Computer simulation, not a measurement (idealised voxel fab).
Title: Process Module voxel tone inversion
Cross-section cut spans 275 nm and uses square cells 5 nm in size.
Just so we're on the same page, the cross-sections are grids of square cells, and they're listed out in bands top to bottom, each band one or more rows deep.
Band: top and bottom heights (nm) first, top before bottom; then materials from left to right, widths in nm. "full width" marks a sole material filling the band edge to edge. "air" denotes empty space.
Zero point of the height axis is 0; under it, received wafer = one material. Lowest band: continues down indefinitely, "0 down".
You'd read "30->40" like this: the band's top row of cells is as wide as the first number, its bottom row is as wide as the second, and going down, every row changes width by the same amount as the row before did.
What does "no change occurred" mean for a step? It means no cell of the cross-section changed in that step.
Reported under the label "Listed closed voids" are the empty spaces having no open way to the top and comprising 8 cells or more; the notation for each is width x height at distance, in which the distance is measured from the left edge and all three values are in nm.
Text after the settings on a step's line: the simulator's own remark on that step.
The line of a step may include "overlay nm". On a step with a mask, this value is how far to the right of its planned place the mask lay. A negative value means the mask lay to the left.

LISTED BELOW ARE THE PROCESS STEPS AS PLANNED
- 1: RECEIVE: material Si
- 2: CONFORMAL_DEP: material SiCN, thk nm 5
- 3: DIRECTIONAL_DEP: material aC, thk nm 25
- 4: PATTERN: tone cover, mask id POSTS, material resist, width nm 15, pitch nm 35, thk nm 35, overlay nm 0
- 5: DIRECTIONAL_ETCH: etch materials aC, depth nm 25
- 6: STRIP: etch materials resist
- 7: FILL_DEP: material lowk, thk nm 10
- 8: CMP: height nm 30
- 9: STRIP: etch materials aC

THIS IS THE CROSS-SECTION OF THE WAFER AS WE RECEIVED IT, I.E. AFTER STEP 1
- 0 down | Si full width
- Listed closed voids: none

POST-MODULE CROSS-SECTION OF THE FIRST OF TWO WAFERS (RUN PER PLAN)
- 30 to 5 | lowk 75, then air 15, then lowk 20, then air 15, then lowk 20, then air 15, then lowk 20, then air 15, then lowk 80
- 5 to 0 | SiCN full width
- 0 down | Si full width
- Listed closed voids: none

HERE'S THE SECOND OF OUR TWO WAFERS SECTIONED AT MODULE END. SAME START AS THE FIRST, SAME PLAN, BUT ONE MISTAKE GOT MADE RUNNING IT
- 30 to 5 | lowk 75, then air 20, then lowk 15, then air 20, then lowk 15, then air 20, then lowk 15, then air 20, then lowk 75
- 5 to 0 | SiCN full width
- 0 down | Si full width
- Listed closed voids: none
Finding, execution versus plan: so step 4 ended up running with a different setting than we planned, it ran as PATTERN: tone cover, mask id POSTS, material resist, width nm 20, pitch nm 35, thk nm 35, overlay nm 0
at the end the second wafer has, in cells: lowk: 20 fewer
